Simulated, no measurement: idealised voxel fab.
Herein follows the process module entitled voxel plated lines.
Shown is cross-section cut, with a width of 295 nm and square cells of size 5 nm.
Format of a cross-section: grid, square cells. Given as bands. Order: top down. Band: one or more rows of cells. Band: top and bottom heights (nm) first, top before bottom; then materials from left to right, widths in nm. "throughout" marks a sole material filling the band edge to edge. "empty" denotes empty space. Where do heights start? At 0: under that level the wafer as delivered is made of one material only. And the lowest band has no floor; it just carries on downward, as in "from 0 down". Width spec "30 to 40" -> top row of cells at first value, bottom row at second value, equal per-row change in between. Key: "remained the same" - step with no changed cell in the cross-section. "Trapped void list": sealed empty spaces, 8 cells or more, no open way to top, listed width x height at distance, with distance from the left edge and width, height and distance in nm. What comes after the settings on a step's line is commentary from the simulator itself on that step. Each step line may optionally specify "overlay nm", which for a step with a mask gives the rightward distance between the mask's planned place and where it lay, a negative value indicating the leftward direction.

# Listed below are the process steps as planned
1. RECEIVE [material Si]
2. CONFORMAL_DEP [material Al2O3] [thk nm 15]
3. DIRECTIONAL_DEP [material TiN] [thk nm 5]
4. PATTERN [tone open] [mask id LINES] [material resist] [width nm 30] [pitch nm 55] [thk nm 20] [overlay nm 0]
5. EPI [material Ru] [thk nm 5]
6. STRIP [etch materials resist]
7. DIRECTIONAL_ETCH [etch materials TiN] [depth nm 5]
8. CONFORMAL_DEP [material SiN] [thk nm 10]

# As-received state of the wafer in cross-section, equivalent to post-step 1
* from 0 down: Si throughout
* Trapped void list: none

# Here's the cross-section of the first of our two wafers at the end of the module - it ran as planned
* from 35 to 25: empty=95 / SiN=50 / empty=5 / SiN=50 / empty=95
* from 25 to 20: SiN=105 / Ru=30 / SiN=25 / Ru=30 / SiN=105
* from 20 to 15: SiN=105 / TiN=30 / SiN=25 / TiN=30 / SiN=105
* from 15 to 0: Al2O3 throughout
* from 0 down: Si throughout
* Trapped void list: none

# Second of two wafers, module complete, sectioned: it shares the first wafer's start and plan but was run with one mistake
* from 50 to 40: empty=95 / SiN=50 / empty=5 / SiN=50 / empty=95
* from 40 to 35: SiN=105 / Ru=30 / SiN=25 / Ru=30 / SiN=105
* from 35 to 30: SiN=105 / TiN=30 / SiN=25 / TiN=30 / SiN=105
* from 30 to 0: Al2O3 throughout
* from 0 down: Si throughout
* Trapped void list: none
Nonconformance to the process plan: regarding the plan, step 2 was run twice
In the final state, the cell counts of the second wafer exceed or fall short of those of the first for the following materials: 177 more of Al2O3
